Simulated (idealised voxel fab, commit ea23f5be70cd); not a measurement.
Process module, titled voxel gate over fins
We display cut, a cross-section 190 nm in width whose square cells are each 5 nm.
Just so we're on the same page, the cross-sections are grids of square cells, and they're listed out in bands top to bottom, each band one or more rows deep. This entry defines a band. It first specifies the height of the band's top and the height of its bottom in nm, and then specifies the band's materials from left to right, stating each material with its width in nm. The word "everywhere" identifies a single material that fills the band from edge to edge, while the word "empty" identifies empty space. All heights in this document are referenced to 0, defined as the level beneath which the wafer, as received, consists entirely of one material. The lowest band is not bounded below; it extends indefinitely downward and is written in the form "0..down". Width "30 to 40": first value at the band's top row of cells, second value at its bottom row, equal change from row to row. "changes: none" (step): cross-section cells unchanged, all of them. The label "Encapsulated voids" introduces a list of the empty spaces, 8 cells or larger, that have no open way up to the top; each entry in it reads width x height at distance, where the distance is taken from the left edge and all three are stated in nm. What comes after the settings on a step's line is commentary from the simulator itself on that step. "overlay nm" answers the question of how far to the right of plan the mask lay on a step that has a mask, and when it is negative the answer is to the left.

### plan
1. RECEIVE: material Si
2. CONFORMAL_DEP: material SiN, thk nm 10
3. MASKED_ETCH: tone cover, mask id FINS, width nm 15, pitch nm 50, etch materials SiN, depth nm 10, overlay nm 0
4. MASKED_ETCH: tone cover, mask id FINS, width nm 15, pitch nm 50, etch materials Si, depth nm 35, overlay nm -15
5. OXIDIZE: depth nm 5
6. FILL_DEP: material SiO2, thk nm 15
7. CMP: height nm 10
8. PATTERN: tone open, mask id RAIL, material resist, width nm 15, thk nm 15, overlay nm 0
9. DIRECTIONAL_ETCH: etch materials SiO2, depth nm 40
10. STRIP: etch materials resist
11. CONFORMAL_DEP: material TiN, thk nm 5
12. FILL_DEP: material Ru, thk nm 10
13. CMP: height nm 10
14. SELECTIVE_ETCH: etch materials W Ru TiN, depth nm 30
15. FILL_DEP: material SiO2, thk nm 5
16. CMP: height nm 10
17. SELECTIVE_ETCH: etch materials SiO2, depth nm 25
18. STRIP: etch materials SiN
19. CONFORMAL_DEP: material HfO2, thk nm 5
20. CONFORMAL_DEP: material TiN, thk nm 5
21. CONFORMAL_DEP: material TiAl, thk nm 5
22. CONFORMAL_DEP: material TiN, thk nm 5
23. FILL_DEP: material W, thk nm 10
24. CMP: height nm 25
25. CONFORMAL_DEP: material SiN, thk nm 5
Don't read the plan's overlay nm for step 4 as applying to every wafer: that's the first wafer's value, and the wafers differ in it, though they all start identical.

### First wafer of several, as received: cross-section after step 1
* 0..down: Si everywhere
* Encapsulated voids: none

### Below is a per-wafer table. In it, each row describes the wafer at the end of the module by giving, for each material, the number of cells gained (+) or lost (-) since the wafer was received, and after that the closed voids of the wafer
overlay nm -15; +50 HfO2; +1 Ru; -246 Si; +38 SiN; +144 SiO2; +50 TiAl; +101 TiN; +90 W; Encapsulated voids: none
overlay nm -10; +50 HfO2; +1 Ru; -260 Si; +38 SiN; +154 SiO2; +50 TiAl; +103 TiN; +92 W; Encapsulated voids: none
overlay nm -5; +50 HfO2; +1 Ru; -274 Si; +38 SiN; +164 SiO2; +50 TiAl; +105 TiN; +94 W; Encapsulated voids: none
overlay nm 0; +50 HfO2; +1 Ru; -288 Si; +38 SiN; +174 SiO2; +50 TiAl; +105 TiN; +98 W; Encapsulated voids: none
overlay nm 5; +50 HfO2; +1 Ru; -274 Si; +38 SiN; +164 SiO2; +50 TiAl; +105 TiN; +94 W; Encapsulated voids: none
overlay nm 10; +50 HfO2; +1 Ru; -260 Si; +38 SiN; +154 SiO2; +50 TiAl; +103 TiN; +92 W; Encapsulated voids: none
overlay nm 15; +50 HfO2; +1 Ru; -246 Si; +38 SiN; +144 SiO2; +50 TiAl; +101 TiN; +90 W; Encapsulated voids: none
